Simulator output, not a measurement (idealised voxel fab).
The following process module bears the name voxel ribs on slabs.
Section shown: cut. Width: 270 nm. Cell size: 5 nm, square.
In what follows, cross-sections appear as grids of square cells, described through bands that run from the top down, where every band is one or more rows of cells. Read a band's entry like this: the first values are the height of its top and the height of its bottom in nm, and what follows is the sequence of materials from left to right, each with its width in nm. Note that "air" is empty space, and that a single material marked "throughout" reaches across the band from edge to edge. Heights are reckoned from 0. Under this level, the received wafer is all of one material. The bottommost band is open-ended downward, for example "0 -> down". The expression "30..40" gives the width at the extremes of the band, the first number at its top row of cells and the second at its bottom row, with the width changing by equal amounts from each row to the next in between. The designation "no modification", where it is given for a processing step, indicates that no cell of the cross-section was altered in the course of that step. The list in "Voids lacking openings" covers empty spaces of 8 cells or more that cannot reach the top through any open way, and it gives each as width x height at distance; the distance is from the left edge, and width, height and distance are in nm. On a step's line, text after the settings is the simulator commenting on that step. The "overlay nm" setting may appear on a step's line; for a step that uses a mask, it gives how far to the right of its planned position the mask lay, and a negative value indicates the left.
## plan
step 1: RECEIVE (material Si)
step 2: DIRECTIONAL_DEP (material SiO2; thk nm 25)
step 3: DIRECTIONAL_DEP (material SiN; thk nm 20)
step 4: PATTERN (tone cover; mask id RIB; material resist; width nm 30; thk nm 15; overlay nm 0)
step 5: DIRECTIONAL_ETCH (etch materials SiN; depth nm 15)
step 6: STRIP (etch materials resist)
step 7: MASKED_ETCH (tone cover; mask id SLAB; width nm 80; etch materials SiN; depth nm 5; overlay nm -15)
step 8: FILL_DEP (material SiO2; thk nm 25)
step 9: CMP (height nm 65)
step 10: DIRECTIONAL_DEP (material TiN; thk nm 5)
step 11: DIRECTIONAL_DEP (material aC; thk nm 15)
step 12: PATTERN (tone cover; mask id HEATER; material resist; width nm 40; thk nm 35; overlay nm 0)
step 13: DIRECTIONAL_ETCH (etch materials aC; depth nm 15)
step 14: STRIP (etch materials resist)
step 15: DIRECTIONAL_ETCH (etch materials TiN; depth nm 5)
step 16: STRIP (etch materials aC)
step 17: CONFORMAL_DEP (material SiO2; thk nm 10)
Across this set of wafers, the varied parameter is the overlay nm of step 7. Starting conditions are identical for every wafer, and the plan reports the value assigned to the first wafer.
## Cut through the first of several wafers as received, post step 1
* 0 -> down  Si throughout
* Voids lacking openings: none
## Basically each wafer gets a line in the table, showing it at the end of the module: material by material, the cells it gained (+) or lost (-) since we got it, then its closed voids
overlay nm -15 | +34 SiN | +780 SiO2 | +8 TiN | Voids lacking openings: none
overlay nm -10 | +34 SiN | +780 SiO2 | +8 TiN | Voids lacking openings: none
overlay nm -5 | +34 SiN | +780 SiO2 | +8 TiN | Voids lacking openings: none
overlay nm 0 | +34 SiN | +780 SiO2 | +8 TiN | Voids lacking openings: none
overlay nm 5 | +34 SiN | +780 SiO2 | +8 TiN | Voids lacking openings: none
overlay nm 10 | +34 SiN | +780 SiO2 | +8 TiN | Voids lacking openings: none
overlay nm 15 | +34 SiN | +780 SiO2 | +8 TiN | Voids lacking openings: none
